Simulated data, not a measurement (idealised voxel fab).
The name of this process module is voxel wiring stack.
Square cell edge 5 nm, section width 290 nm, ID cut.
When this document writes out a cross-section, it uses a grid of square cells and lists it as bands, beginning at the top and moving down, with a band standing for one or more rows of cells.
Basically the band line says how high the top is and how high the bottom is, in nm, and then what's in it from left to right, every material with its width in nm. Empty space shows up as "air", and if a single material carries "throughout" it runs the full band edge to edge.
Heights are expressed relative to 0, this being the level below which the as-received wafer comprises one material exclusively. The lowest band is unbounded in the downward direction and is denoted as in "z 0 and below".
A width such as "30->40" changes by the same amount from each row of cells to the next, from the band's top row to its bottom row.
Step note "no alterations made" = no cross-section cell changed.
Listed in "Closed cavity list": every empty space of 8 or more cells without an open way to the top. Form: width x height at distance, the distance being from the left edge, all in nm.
The remark found on a step's line after its settings is issued by the simulator itself and pertains to that step.
If you see "overlay nm" on a step's line and that step has a mask, it's telling you how far right of where it was planned the mask ended up; a negative number means it went left instead.
# Steps in the process plan
1) RECEIVE, material Si
2) CONFORMAL_DEP, material SiO2, thk nm 15
3) DIRECTIONAL_DEP, material TiN, thk nm 5
4) DIRECTIONAL_DEP, material Ru, thk nm 25
5) DIRECTIONAL_DEP, material aC, thk nm 10
6) PATTERN, tone cover, mask id METAL_1, material resist, width nm 25, pitch nm 40, thk nm 30, overlay nm 0
7) DIRECTIONAL_ETCH, etch materials aC, depth nm 10
8) STRIP, etch materials resist
9) DIRECTIONAL_ETCH, etch materials Ru, depth nm 25
10) DIRECTIONAL_ETCH, etch materials TiN, depth nm 5
11) STRIP, etch materials aC
12) FILL_DEP, material lowk, thk nm 10
13) CMP, height nm 45
14) CONFORMAL_DEP, material SiCN, thk nm 5
15) DIRECTIONAL_DEP, material SiO2, thk nm 20
16) PATTERN, tone open, mask id PLUG_1, material resist, width nm 15, pitch nm 40, thk nm 20, overlay nm -15
17) DIRECTIONAL_ETCH, etch materials SiO2, depth nm 20
18) DIRECTIONAL_ETCH, etch materials SiCN, depth nm 5
19) STRIP, etch materials resist
20) EPI, material Ru, thk nm 10
21) EPI, material Ru, thk nm 10
22) EPI, material Ru, thk nm 5
23) DIRECTIONAL_DEP, material TiN, thk nm 5
24) DIRECTIONAL_DEP, material Ru, thk nm 20
25) DIRECTIONAL_DEP, material aC, thk nm 15
26) PATTERN, tone cover, mask id METAL_2, material resist, width nm 25, pitch nm 40, thk nm 30, overlay nm 0
27) DIRECTIONAL_ETCH, etch materials aC, depth nm 15
28) STRIP, etch materials resist
29) DIRECTIONAL_ETCH, etch materials Ru, depth nm 20
30) DIRECTIONAL_ETCH, etch materials TiN, depth nm 5
31) STRIP, etch materials aC
32) FILL_DEP, material lowk, thk nm 10
33) CMP, height nm 95
34) CONFORMAL_DEP, material SiCN, thk nm 5
35) DIRECTIONAL_DEP, material SiO2, thk nm 30
36) DIRECTIONAL_DEP, material aC, thk nm 10
37) PATTERN, tone open, mask id METAL_3, material resist, width nm 25, pitch nm 40, thk nm 25, overlay nm 0
38) DIRECTIONAL_ETCH, etch materials aC, depth nm 10
39) STRIP, etch materials resist
40) DIRECTIONAL_ETCH, etch materials SiO2, depth nm 15
41) STRIP, etch materials aC
42) PATTERN, tone open, mask id METAL_3_HOLES, material resist, width nm 15, thk nm 15, overlay nm 0
43) DIRECTIONAL_ETCH, etch materials SiO2, depth nm 15
44) DIRECTIONAL_ETCH, etch materials SiCN, depth nm 5
45) STRIP, etch materials resist
46) CONFORMAL_DEP, material TiN, thk nm 5
47) FILL_DEP, material Cu, thk nm 5
48) CMP, height nm 130
49) CONFORMAL_DEP, material SiCN, thk nm 5
50) DIRECTIONAL_DEP, material SiO2, thk nm 25
51) MASKED_ETCH, tone open, mask id METAL_4_HOLES, width nm 15, pitch nm 40, etch materials SiO2, depth nm 25, overlay nm 0
52) PATTERN, tone open, mask id METAL_4, material resist, width nm 25, pitch nm 40, thk nm 20, overlay nm 0
53) DIRECTIONAL_ETCH, etch materials SiO2, depth nm 15
54) DIRECTIONAL_ETCH, etch materials SiCN, depth nm 5
55) STRIP, etch materials resist
56) CONFORMAL_DEP, material TiN, thk nm 5
57) FILL_DEP, material Cu, thk nm 5
58) CMP, height nm 160
59) CONFORMAL_DEP, material SiCN, thk nm 5
Wafer-to-wafer difference: overlay nm, step 16. Common start. Plan = first wafer's value.
# Received wafers, first of several: cross-section after step 1
z 0 and below  Si throughout
Closed cavity list: none
# Cross-section of the first of several wafers, taken after step 59, where the module ends
z 165 to 160  SiCN throughout
z 160 to 150  SiO2 (110) | TiN (5) | Cu (15) | TiN (5) | SiO2 (15) | TiN (5) | Cu (15) | TiN (5) | SiO2 (115)
z 150 to 145  SiO2 (110) | TiN (5) | Cu (5) | TiN (15) | SiO2 (15) | TiN (5) | Cu (5) | TiN (15) | SiO2 (115)
z 145 to 135  SiO2 (110) | TiN (5) | Cu (5) | TiN (5) | SiO2 (25) | TiN (5) | Cu (5) | TiN (5) | SiO2 (125)
z 135 to 130  SiCN (110) | TiN (15) | SiCN (25) | TiN (15) | SiCN (125)
z 130 to 120  SiO2 (110) | TiN (5) | Cu (15) | TiN (5) | SiO2 (15) | TiN (5) | Cu (15) | TiN (5) | SiO2 (115)
z 120 to 115  SiO2 (110) | TiN (5) | Cu (5) | TiN (15) | SiO2 (15) | TiN (25) | SiO2 (115)
z 115 to 100  SiO2 (110) | TiN (5) | Cu (5) | TiN (5) | SiO2 (165)
z 100 to 95  SiCN (110) | TiN (15) | SiCN (165)
z 95 to 75  lowk (110) | Ru (25) | lowk (15) | Ru (25) | lowk (115)
z 75 to 70  lowk (110) | TiN (25) | lowk (15) | TiN (25) | lowk (115)
z 70 to 50  SiO2 (95) | lowk (15) | SiO2 (25) | lowk (15) | SiO2 (140)
z 50 to 45  SiCN (95) | lowk (15) | SiCN (25) | lowk (15) | SiCN (140)
z 45 to 20  lowk (110) | Ru (25) | lowk (15) | Ru (25) | lowk (115)
z 20 to 15  lowk (110) | TiN (25) | lowk (15) | TiN (25) | lowk (115)
z 15 to 0  SiO2 throughout
z 0 and below  Si throughout
Closed cavity list: none
# End of module, last wafer sectioned
z 165 to 160  SiCN throughout
z 160 to 150  SiO2 (110) | TiN (5) | Cu (15) | TiN (5) | SiO2 (15) | TiN (5) | Cu (15) | TiN (5) | SiO2 (115)
z 150 to 145  SiO2 (110) | TiN (5) | Cu (5) | TiN (15) | SiO2 (15) | TiN (5) | Cu (5) | TiN (15) | SiO2 (115)
z 145 to 135  SiO2 (110) | TiN (5) | Cu (5) | TiN (5) | SiO2 (25) | TiN (5) | Cu (5) | TiN (5) | SiO2 (125)
z 135 to 130  SiCN (110) | TiN (15) | SiCN (25) | TiN (15) | SiCN (125)
z 130 to 120  SiO2 (110) | TiN (5) | Cu (15) | TiN (5) | SiO2 (15) | TiN (5) | Cu (15) | TiN (5) | SiO2 (115)
z 120 to 115  SiO2 (110) | TiN (5) | Cu (5) | TiN (15) | SiO2 (15) | TiN (25) | SiO2 (115)
z 115 to 100  SiO2 (110) | TiN (5) | Cu (5) | TiN (5) | SiO2 (165)
z 100 to 95  SiCN (110) | TiN (15) | SiCN (165)
z 95 to 75  lowk (110) | Ru (25) | lowk (15) | Ru (25) | lowk (115)
z 75 to 70  lowk (110) | TiN (25) | lowk (15) | TiN (25) | lowk (115)
z 70 to 50  SiO2 (125) | Ru (15) | SiO2 (25) | Ru (15) | SiO2 (110)
z 50 to 45  SiCN (125) | Ru (15) | SiCN (25) | Ru (15) | SiCN (110)
z 45 to 20  lowk (110) | Ru (25) | lowk (15) | Ru (25) | lowk (115)
z 20 to 15  lowk (110) | TiN (25) | lowk (15) | TiN (25) | lowk (115)
z 15 to 0  SiO2 throughout
z 0 and below  Si throughout
Closed cavity list: none
# Gained (+) or lost (-) cells of each material since receipt, then closed voids: one row per wafer, at the end of the module
overlay nm -15 | +34 Cu | +90 Ru | +217 SiCN | +939 SiO2 | +76 TiN | +558 lowk | Closed cavity list: none
overlay nm -10 | +34 Cu | +120 Ru | +217 SiCN | +939 SiO2 | +76 TiN | +528 lowk | Closed cavity list: none
overlay nm -5 | +34 Cu | +120 Ru | +217 SiCN | +939 SiO2 | +76 TiN | +528 lowk | Closed cavity list: none
overlay nm 0 | +34 Cu | +120 Ru | +217 SiCN | +939 SiO2 | +76 TiN | +528 lowk | Closed cavity list: none
overlay nm 5 | +34 Cu | +120 Ru | +217 SiCN | +939 SiO2 | +76 TiN | +528 lowk | Closed cavity list: none
overlay nm 10 | +34 Cu | +120 Ru | +217 SiCN | +939 SiO2 | +76 TiN | +528 lowk | Closed cavity list: none
overlay nm 15 | +34 Cu | +120 Ru | +217 SiCN | +939 SiO2 | +76 TiN | +528 lowk | Closed cavity list: none
